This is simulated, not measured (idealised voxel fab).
The name of this process module is voxel double patterning.
Section cut is 220 nm wide and gridded with 5 nm square cells.
Cross-section layout: square cells on a grid; listed as bands, top to bottom; a band spans one or more cell rows.
Quick guide to a band line: top height, bottom height (nm) up front; then every material left to right with its width in nm. Only one material and it's marked "full width"? Then it fills the band edge to edge. And "empty" just means empty space.
Below 0: as-received wafer, all one material; heights counted from there. Lowest band: no bottom, goes on down, written "0 and below".
Think of "30->40" as a width that walks from the first number to the second as you go down the band, top row to bottom row, taking equal-sized steps from row to row.
Key: "all unchanged" - step with no changed cell in the cross-section.
"Sealed voids" contains a list of empty spaces, each no smaller than 8 cells and without an open way to the top, written in the form width x height at distance with the distance from the left edge and all three in nm.
Where a step's line continues beyond its settings, the continuation is a remark by the simulator itself on that step.
overlay nm: right-of-plan distance of the mask on a masked step; negative values mean left-of-plan.

The planned process steps are enumerated hereunder
1. RECEIVE,material Si
2. CONFORMAL_DEP,material SiO2,thk nm 5
3. DIRECTIONAL_DEP,material TiN,thk nm 15
4. DIRECTIONAL_DEP,material SiCN,thk nm 10
5. PATTERN,tone open,mask id FIRST,material resist,width nm 15,pitch nm 50,thk nm 15,overlay nm 0
6. DIRECTIONAL_ETCH,etch materials SiCN,depth nm 10
7. STRIP,etch materials resist
8. DIRECTIONAL_DEP,material aC,thk nm 10
9. PATTERN,tone open,mask id SECOND,material resist,width nm 15,thk nm 25,overlay nm 0
10. DIRECTIONAL_ETCH,etch materials aC,depth nm 10
11. STRIP,etch materials resist
12. DIRECTIONAL_ETCH,etch materials SiCN,depth nm 10
13. STRIP,etch materials aC
14. DIRECTIONAL_ETCH,etch materials TiN,depth nm 15
15. STRIP,etch materials SiCN

First wafer, as planned

Cross-section of the wafer at receipt, which is the condition after step 1
- 0 and below: Si full width
- Sealed voids: none

Wafer after step 2 (cross-section)
- 5 down to 0: SiO2 full width
- below 0: unchanged

Wafer after step 3 (cross-section)
- 20 down to 5: TiN full width
- below 5: unchanged

Wafer after step 4 (cross-section)
- 30 down to 20: SiCN full width
- below 20: unchanged

Wafer after step 5 (cross-section)
- 45 down to 30: 75 nm resist; 15 nm empty; 35 nm resist; 15 nm empty; 80 nm resist
- below 30: unchanged

Wafer after step 6 (cross-section)
- 45 down to 30: 75 nm resist; 15 nm empty; 35 nm resist; 15 nm empty; 80 nm resist
- 30 down to 20: 75 nm SiCN; 15 nm empty; 35 nm SiCN; 15 nm empty; 80 nm SiCN
- below 20: unchanged

Wafer after step 7 (cross-section)
- 30 down to 20: 75 nm SiCN; 15 nm empty; 35 nm SiCN; 15 nm empty; 80 nm SiCN
- below 20: unchanged

Wafer after step 8 (cross-section)
- 40 down to 30: 75 nm aC; 15 nm empty; 35 nm aC; 15 nm empty; 80 nm aC
- 30 down to 20: 75 nm SiCN; 15 nm aC; 35 nm SiCN; 15 nm aC; 80 nm SiCN
- below 20: unchanged

Wafer after step 9 (cross-section)
- 65 down to 40: 100 nm resist; 15 nm empty; 105 nm resist
- 40 down to 30: 75 nm aC; 15 nm resist; 35 nm aC; 15 nm resist; 80 nm aC
- below 30: unchanged

Wafer after step 10 (cross-section)
- 55 down to 40: 100 nm resist; 15 nm empty; 105 nm resist
- 40 down to 30: 75 nm aC; 15 nm resist; 10 nm aC; 15 nm empty; 10 nm aC; 15 nm resist; 80 nm aC
- below 30: unchanged

Wafer after step 11 (cross-section)
- 40 down to 30: 75 nm aC; 15 nm empty; 10 nm aC; 15 nm empty; 10 nm aC; 15 nm empty; 80 nm aC
- below 30: unchanged

Wafer after step 12 (cross-section)
- 40 down to 30: 75 nm aC; 15 nm empty; 10 nm aC; 15 nm empty; 10 nm aC; 15 nm empty; 80 nm aC
- 30 down to 20: 75 nm SiCN; 15 nm aC; 10 nm SiCN; 15 nm empty; 10 nm SiCN; 15 nm aC; 80 nm SiCN
- below 20: unchanged

Wafer after step 13 (cross-section)
- 30 down to 20: 75 nm SiCN; 15 nm empty; 10 nm SiCN; 15 nm empty; 10 nm SiCN; 15 nm empty; 80 nm SiCN
- below 20: unchanged

Wafer after step 14 (cross-section)
- 30 down to 20: 75 nm SiCN; 15 nm empty; 10 nm SiCN; 15 nm empty; 10 nm SiCN; 15 nm empty; 80 nm SiCN
- 20 down to 5: 75 nm TiN; 15 nm empty; 10 nm TiN; 15 nm empty; 10 nm TiN; 15 nm empty; 80 nm TiN
- below 5: unchanged

Wafer after step 15 (cross-section)
- 20 down to 5: 75 nm TiN; 15 nm empty; 10 nm TiN; 15 nm empty; 10 nm TiN; 15 nm empty; 80 nm TiN
- below 5: unchanged

Second wafer, same starting state and plan as the first, one mistake in the run, identical through step 1

Cross-section of the second wafer corresponding to the planned conclusion of step 2
- 15 down to 0: SiO2 full width
- below 0: unchanged

Cross-section of the second wafer corresponding to the planned conclusion of step 3
- 30 down to 15: TiN full width
- below 15: unchanged

Cross-section of the second wafer corresponding to the planned conclusion of step 4
- 40 down to 30: SiCN full width
- below 30: unchanged

Cross-section of the second wafer corresponding to the planned conclusion of step 5
- 55 down to 40: 75 nm resist; 15 nm empty; 35 nm resist; 15 nm empty; 80 nm resist
- below 40: unchanged

Cross-section of the second wafer corresponding to the planned conclusion of step 6
- 55 down to 40: 75 nm resist; 15 nm empty; 35 nm resist; 15 nm empty; 80 nm resist
- 40 down to 30: 75 nm SiCN; 15 nm empty; 35 nm SiCN; 15 nm empty; 80 nm SiCN
- below 30: unchanged

Cross-section of the second wafer corresponding to the planned conclusion of step 7
- 40 down to 30: 75 nm SiCN; 15 nm empty; 35 nm SiCN; 15 nm empty; 80 nm SiCN
- below 30: unchanged

Cross-section of the second wafer corresponding to the planned conclusion of step 8
- 50 down to 40: 75 nm aC; 15 nm empty; 35 nm aC; 15 nm empty; 80 nm aC
- 40 down to 30: 75 nm SiCN; 15 nm aC; 35 nm SiCN; 15 nm aC; 80 nm SiCN
- below 30: unchanged

Cross-section of the second wafer corresponding to the planned conclusion of step 9
- 75 down to 50: 100 nm resist; 15 nm empty; 105 nm resist
- 50 down to 40: 75 nm aC; 15 nm resist; 35 nm aC; 15 nm resist; 80 nm aC
- below 40: unchanged

Cross-section of the second wafer corresponding to the planned conclusion of step 10
- 65 down to 50: 100 nm resist; 15 nm empty; 105 nm resist
- 50 down to 40: 75 nm aC; 15 nm resist; 10 nm aC; 15 nm empty; 10 nm aC; 15 nm resist; 80 nm aC
- below 40: unchanged

Cross-section of the second wafer corresponding to the planned conclusion of step 11
- 50 down to 40: 75 nm aC; 15 nm empty; 10 nm aC; 15 nm empty; 10 nm aC; 15 nm empty; 80 nm aC
- below 40: unchanged

Cross-section of the second wafer corresponding to the planned conclusion of step 12
- 50 down to 40: 75 nm aC; 15 nm empty; 10 nm aC; 15 nm empty; 10 nm aC; 15 nm empty; 80 nm aC
- 40 down to 30: 75 nm SiCN; 15 nm aC; 10 nm SiCN; 15 nm empty; 10 nm SiCN; 15 nm aC; 80 nm SiCN
- below 30: unchanged

Cross-section of the second wafer corresponding to the planned conclusion of step 13
- 40 down to 30: 75 nm SiCN; 15 nm empty; 10 nm SiCN; 15 nm empty; 10 nm SiCN; 15 nm empty; 80 nm SiCN
- below 30: unchanged

Cross-section of the second wafer corresponding to the planned conclusion of step 14
- 40 down to 30: 75 nm SiCN; 15 nm empty; 10 nm SiCN; 15 nm empty; 10 nm SiCN; 15 nm empty; 80 nm SiCN
- 30 down to 15: 75 nm TiN; 15 nm empty; 10 nm TiN; 15 nm empty; 10 nm TiN; 15 nm empty; 80 nm TiN
- below 15: unchanged

Cross-section of the second wafer corresponding to the planned conclusion of step 15
- 30 down to 15: 75 nm TiN; 15 nm empty; 10 nm TiN; 15 nm empty; 10 nm TiN; 15 nm empty; 80 nm TiN
- below 15: unchanged
Short version of what went wrong: note that step 2 departed from the planned setting and was carried out as CONFORMAL_DEP,material SiO2,thk nm 15
Wrapping up, a cell-based count of both wafers puts the second over or under the first for these materials: +88 SiO2
